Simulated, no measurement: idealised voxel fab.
The process module that follows is named voxel tone inversion.
Pictured: cross-section cut, 250 nm wide, on a grid of 5 nm square cells.
Cross-sections here: square-cell grids, written as top-down lists of bands, a band being one or more rows of cells. Quick guide to a band line: top height, bottom height (nm) up front; then every material left to right with its width in nm. Only one material and it's marked "full width"? Then it fills the band edge to edge. And "empty" just means empty space. The reference from which all heights are counted is 0, the level beneath which the as-received wafer is entirely one material; the lowest band, having no lower bound, proceeds downward and is written after the example "0..down". Graded width ("30..40"): value in top row of band = first number; value in bottom row = second number; row-to-row change constant. "nothing different" for a step: no cell of the cross-section changed in that step. Empty spaces without an open route to the top, at least 8 cells in extent, make up the entry "Sealed internal voids"; each is given as width x height at distance, where the distance is measured from the left edge, and all are in nm. Whatever follows a step's settings on its line is a remark the simulator itself makes about that step. overlay nm: right-of-plan distance of the mask on a masked step; negative values mean left-of-plan.

-- Here's what the planned process steps look like
- 1: op RECEIVE | material Si
- 2: op CONFORMAL_DEP | material SiN | thk nm 10
- 3: op DIRECTIONAL_DEP | material polySi | thk nm 25
- 4: op PATTERN | tone cover | mask id POSTS | material resist | width nm 15 | pitch nm 45 | thk nm 35 | overlay nm 0
- 5: op DIRECTIONAL_ETCH | etch materials polySi | depth nm 25
- 6: op STRIP | etch materials resist
- 7: op FILL_DEP | material SiO2 | thk nm 10
- 8: op CMP | height nm 35
- 9: op STRIP | etch materials polySi
- 10: op CONFORMAL_DEP | material TiN | thk nm 5
- 11: op FILL_DEP | material Ru | thk nm 10
- 12: op CMP | height nm 35
- 13: op CONFORMAL_DEP | material SiN | thk nm 5

-- Shown in cross-section is the wafer as received, that is, as it stands after step 1
0..down  Si full width
Sealed internal voids: none

-- Sectioned view, first of two wafers, at the close of the module, processed as intended in the plan
40..35  SiN full width
35..15  70 nm SiO2; 5 nm TiN; 5 nm Ru; 5 nm TiN; 30 nm SiO2; 5 nm TiN; 5 nm Ru; 5 nm TiN; 30 nm SiO2; 5 nm TiN; 5 nm Ru; 5 nm TiN; 75 nm SiO2
15..10  70 nm SiO2; 15 nm TiN; 30 nm SiO2; 15 nm TiN; 30 nm SiO2; 15 nm TiN; 75 nm SiO2
10..0  SiN full width
0..down  Si full width
Sealed internal voids: none

-- This cross-section belongs to the second wafer of two at the end of the module; the start and the plan were shared with the first, and the run included one mistake
40..35  SiN full width
35..30  Ru full width
30..25  75 nm TiN; 5 nm Ru; 40 nm TiN; 5 nm Ru; 40 nm TiN; 5 nm Ru; 80 nm TiN
25..15  70 nm SiO2; 5 nm TiN; 5 nm Ru; 5 nm TiN; 30 nm SiO2; 5 nm TiN; 5 nm Ru; 5 nm TiN; 30 nm SiO2; 5 nm TiN; 5 nm Ru; 5 nm TiN; 75 nm SiO2
15..10  70 nm SiO2; 15 nm TiN; 30 nm SiO2; 15 nm TiN; 30 nm SiO2; 15 nm TiN; 75 nm SiO2
10..0  SiN full width
0..down  Si full width
Sealed internal voids: none
It is concluded that the wafer was processed incorrectly with respect to the plan, in that heads up, step 8 didn't go per plan, it actually ran as op CMP | height nm 25
The final cell counts differ between the wafers, with the second having more or fewer of some materials than the first: 47 more of Ru | 82 fewer of SiO2 | 35 more of TiN
